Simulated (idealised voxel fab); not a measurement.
Process module, titled voxel gate over fins
cross-section cut | 165 nm wide | cells 5 nm
In this document a cross-section is written as a grid of square cells. It is given as a series of bands, listed from the top down, and a band is one or more rows of cells. Heights first: top, then bottom, in nm. Then materials, left to right, each with a width in nm. "everywhere" on a single material: fills the band edge to edge. "empty": empty space. Height is counted from the level 0, under which the received wafer is composed throughout of one material. The lowest of the bands is not closed at the bottom but continues downward, in the notation "0..down". The notation "30 to 40" denotes a width that varies across the rows of cells in the band, beginning at the first number in the top row, finishing at the second number in the bottom row, and changing by an identical amount from each row to the next. For the purposes of this document, the phrase "no change" attached to a step denotes that no cell within the cross-section was modified by that step. "Voids, enclosed": empty spaces of 8 cells or more with no open way to the top, each given as width x height at distance, distance from the left edge, all in nm. Formally, on a step line, whatever follows the settings is a remark that the simulator itself makes on the step. The optional step-line setting "overlay nm" applies to steps with a mask and quantifies how far to the right of its planned location the mask lay, a negative value indicating leftward placement.

# Listed below are the process steps as planned
| 1 | RECEIVE (material Si) |
| 2 | CONFORMAL_DEP (material SiN; thk nm 10) |
| 3 | MASKED_ETCH (tone cover; mask id FINS; width nm 15; pitch nm 35; etch materials SiN; depth nm 10; overlay nm 0) |
| 4 | MASKED_ETCH (tone cover; mask id FINS; width nm 15; pitch nm 35; etch materials Si; depth nm 30; overlay nm 0) |
| 5 | OXIDIZE (depth nm 5) |
| 6 | FILL_DEP (material SiO2; thk nm 5) |
| 7 | CMP (height nm 10) |
| 8 | SELECTIVE_ETCH (etch materials SiO2; depth nm 20) |
| 9 | STRIP (etch materials SiN) |
| 10 | CONFORMAL_DEP (material HfO2; thk nm 5) |
| 11 | CONFORMAL_DEP (material TiN; thk nm 5) |
| 12 | FILL_DEP (material W; thk nm 10) |
| 13 | CMP (height nm 15) |
| 14 | CONFORMAL_DEP (material SiN; thk nm 10) |

# First of two wafers: run as planned

# Wafer as received: cross-section following step 1
- 0..down: Si everywhere
- Voids, enclosed: none

# So this is the wafer cross-section right after step 2
- 10..0: SiN everywhere
- For the remainder of the cross-section, below 0, there is no change.

# So this is the wafer cross-section right after step 3
- 10..0: empty 40 nm | SiN 15 nm | empty 20 nm | SiN 15 nm | empty 20 nm | SiN 15 nm | empty 40 nm
- For the remainder of the cross-section, below 0, there is no change.

# So this is the wafer cross-section right after step 4
- 10..0: empty 40 nm | SiN 15 nm | empty 20 nm | SiN 15 nm | empty 20 nm | SiN 15 nm | empty 40 nm
- 0..-30: empty 40 nm | Si 15 nm | empty 20 nm | Si 15 nm | empty 20 nm | Si 15 nm | empty 40 nm
- For the remainder of the cross-section, below -30, there is no change.

# So this is the wafer cross-section right after step 5
- 10..0: empty 40 nm | SiN 15 nm | empty 20 nm | SiN 15 nm | empty 20 nm | SiN 15 nm | empty 40 nm
- 0..-30: empty 40 nm | SiO2 5 nm | Si 5 nm | SiO2 5 nm | empty 20 nm | SiO2 5 nm | Si 5 nm | SiO2 5 nm | empty 20 nm | SiO2 5 nm | Si 5 nm | SiO2 5 nm | empty 40 nm
- -30..-35: SiO2 45 nm | Si 5 nm | SiO2 30 nm | Si 5 nm | SiO2 30 nm | Si 5 nm | SiO2 45 nm
- For the remainder of the cross-section, below -35, there is no change.

# So this is the wafer cross-section right after step 6
- 15..10: SiO2 everywhere
- 10..0: SiO2 40 nm | SiN 15 nm | SiO2 20 nm | SiN 15 nm | SiO2 20 nm | SiN 15 nm | SiO2 40 nm
- 0..-35: SiO2 45 nm | Si 5 nm | SiO2 30 nm | Si 5 nm | SiO2 30 nm | Si 5 nm | SiO2 45 nm
- For the remainder of the cross-section, below -35, there is no change.

# So this is the wafer cross-section right after step 7
- 10..0: SiO2 40 nm | SiN 15 nm | SiO2 20 nm | SiN 15 nm | SiO2 20 nm | SiN 15 nm | SiO2 40 nm
- For the remainder of the cross-section, below 0, there is no change.

# So this is the wafer cross-section right after step 8
- 10..0: empty 40 nm | SiN 15 nm | empty 20 nm | SiN 15 nm | empty 20 nm | SiN 15 nm | empty 40 nm
- 0..-10: empty 45 nm | Si 5 nm | empty 30 nm | Si 5 nm | empty 30 nm | Si 5 nm | empty 45 nm
- For the remainder of the cross-section, below -10, there is no change.

# So this is the wafer cross-section right after step 9
- 0..-10: empty 45 nm | Si 5 nm | empty 30 nm | Si 5 nm | empty 30 nm | Si 5 nm | empty 45 nm
- For the remainder of the cross-section, below -10, there is no change.

# So this is the wafer cross-section right after step 10
- 5..0: empty 40 nm | HfO2 15 nm | empty 20 nm | HfO2 15 nm | empty 20 nm | HfO2 15 nm | empty 40 nm
- 0..-5: empty 40 nm | HfO2 5 nm | Si 5 nm | HfO2 5 nm | empty 20 nm | HfO2 5 nm | Si 5 nm | HfO2 5 nm | empty 20 nm | HfO2 5 nm | Si 5 nm | HfO2 5 nm | empty 40 nm
- -5..-10: HfO2 45 nm | Si 5 nm | HfO2 30 nm | Si 5 nm | HfO2 30 nm | Si 5 nm | HfO2 45 nm
- For the remainder of the cross-section, below -10, there is no change.

# So this is the wafer cross-section right after step 11
- 10..5: empty 35 nm | TiN 25 nm | empty 10 nm | TiN 25 nm | empty 10 nm | TiN 25 nm | empty 35 nm
- 5..0: empty 35 nm | TiN 5 nm | HfO2 15 nm | TiN 5 nm | empty 10 nm | TiN 5 nm | HfO2 15 nm | TiN 5 nm | empty 10 nm | TiN 5 nm | HfO2 15 nm | TiN 5 nm | empty 35 nm
- 0..-5: TiN 40 nm | HfO2 5 nm | Si 5 nm | HfO2 5 nm | TiN 20 nm | HfO2 5 nm | Si 5 nm | HfO2 5 nm | TiN 20 nm | HfO2 5 nm | Si 5 nm | HfO2 5 nm | TiN 40 nm
- For the remainder of the cross-section, below -5, there is no change.

# So this is the wafer cross-section right after step 12
- 20..10: W everywhere
- 10..5: W 35 nm | TiN 25 nm | W 10 nm | TiN 25 nm | W 10 nm | TiN 25 nm | W 35 nm
- 5..0: W 35 nm | TiN 5 nm | HfO2 15 nm | TiN 5 nm | W 10 nm | TiN 5 nm | HfO2 15 nm | TiN 5 nm | W 10 nm | TiN 5 nm | HfO2 15 nm | TiN 5 nm | W 35 nm
- For the remainder of the cross-section, below 0, there is no change.

# So this is the wafer cross-section right after step 13
- 15..10: W everywhere
- For the remainder of the cross-section, below 10, there is no change.

# So this is the wafer cross-section right after step 14
- 25..15: SiN everywhere
- For the remainder of the cross-section, below 15, there is no change.

# Wafer two of the pair: same origin, same plan, one error during the run; identical to wafer one up to and including step 9

Here is the second wafer in cross-section at the point where step 10 of the plan should have been done: no change

# Here is the second wafer in cross-section at the point where step 11 of the plan should have been done
- 5..0: empty 40 nm | TiN 15 nm | empty 20 nm | TiN 15 nm | empty 20 nm | TiN 15 nm | empty 40 nm
- 0..-5: empty 40 nm | TiN 5 nm | Si 5 nm | TiN 5 nm | empty 20 nm | TiN 5 nm | Si 5 nm | TiN 5 nm | empty 20 nm | TiN 5 nm | Si 5 nm | TiN 5 nm | empty 40 nm
- -5..-10: TiN 45 nm | Si 5 nm | TiN 30 nm | Si 5 nm | TiN 30 nm | Si 5 nm | TiN 45 nm
- For the remainder of the cross-section, below -10, there is no change.

# Here is the second wafer in cross-section at the point where step 12 of the plan should have been done
- 15..5: W everywhere
- 5..0: W 40 nm | TiN 15 nm | W 20 nm | TiN 15 nm | W 20 nm | TiN 15 nm | W 40 nm
- 0..-5: W 40 nm | TiN 5 nm | Si 5 nm | TiN 5 nm | W 20 nm | TiN 5 nm | Si 5 nm | TiN 5 nm | W 20 nm | TiN 5 nm | Si 5 nm | TiN 5 nm | W 40 nm
- For the remainder of the cross-section, below -5, there is no change.

Here is the second wafer in cross-section at the point where step 13 of the plan should have been done: no change

# Here is the second wafer in cross-section at the point where step 14 of the plan should have been done
- 25..15: SiN everywhere
- For the remainder of the cross-section, below 15, there is no change.
So what did we get wrong on this run? step 10 of the plan got skipped, so it never ran
It is noted that, at the conclusion of processing, the second wafer exhibits a higher or lower cell count for certain materials relative to the first: HfO2: 45 fewer; W: 45 more
